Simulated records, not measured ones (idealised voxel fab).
process module | voxel ribs on slabs
cross-section cut | 260 nm wide | cells 5 nm
A cross-section is a grid of square cells, given in bands from the top down. A band is one or more rows of cells.
Each band's line starts with the height of the band's top and of its bottom, in nm. Then come its materials from left to right, each with its width in nm. One material with "throughout" fills the band from edge to edge. "air" is empty space.
Height 0 is the level under which the wafer as received is all one material. The lowest band goes on downwards, as in "0 down".
A width such as "30 to 40" changes by the same amount from each row of cells to the next, from the band's top row to its bottom row.
"no change" after a step means that no cell of the cross-section changed.
closed voids: empty space of 8 cells or more with no open way to the top, each as width x height at its distance from the left edge, in nm
after a step's settings: what the simulator itself notes on the step
overlay nm, on a step with a mask: how far to the right of its planned place the mask lay; to the left if negative
plan
1 op RECEIVE | material Si
2 op DIRECTIONAL_DEP | material SiO2 | thk nm 30
3 op DIRECTIONAL_DEP | material polySi | thk nm 15
4 op DIRECTIONAL_DEP | material aC | thk nm 10
5 op PATTERN | tone cover | mask id RIB | material resist | width nm 15 | thk nm 30 | overlay nm 0
6 op DIRECTIONAL_ETCH | etch materials aC | depth nm 10
7 op STRIP | etch materials resist
8 op DIRECTIONAL_ETCH | etch materials polySi | depth nm 10
9 op STRIP | etch materials aC
10 op MASKED_ETCH | tone cover | mask id SLAB | width nm 75 | etch materials polySi | depth nm 5 | overlay nm 0
11 op FILL_DEP | material SiO2 | thk nm 15
12 op CMP | height nm 55
13 op DIRECTIONAL_DEP | material W | thk nm 10
14 op DIRECTIONAL_DEP | material aC | thk nm 15
15 op PATTERN | tone cover | mask id HEATER | material resist | width nm 25 | thk nm 30 | overlay nm 0
16 op DIRECTIONAL_ETCH | etch materials aC | depth nm 15
17 op STRIP | etch materials resist
18 op DIRECTIONAL_ETCH | etch materials W | depth nm 10
19 op STRIP | etch materials aC
20 op CONFORMAL_DEP | material SiN | thk nm 5
as received, after step 1
  0 down: Si throughout
  closed voids: none
first wafer at the end, as planned
  70 to 65: air 110 | SiN 35 | air 115
  65 to 60: air 110 | SiN 5 | W 25 | SiN 5 | air 115
  60 to 55: SiN 115 | W 25 | SiN 120
  55 to 45: SiO2 throughout
  45 to 35: SiO2 120 | polySi 15 | SiO2 125
  35 to 30: SiO2 90 | polySi 75 | SiO2 95
  30 to 0: SiO2 throughout
  0 down: Si throughout
  closed voids: none
second wafer at the end: like start, like plan, one mistake
  70 to 65: air 110 | SiN 35 | air 115
  65 to 60: air 110 | SiN 5 | W 25 | SiN 5 | air 115
  60 to 55: SiN 115 | W 25 | SiN 120
  55 to 45: SiO2 throughout
  45 to 30: SiN throughout
  30 to 0: SiO2 throughout
  0 down: Si throughout
  closed voids: none
what went wrong: step 3 ran as: op DIRECTIONAL_DEP | material SiN | thk nm 15
at the end the second wafer has, in cells: 156 more of SiN | 135 fewer of SiO2 | 21 fewer of polySi
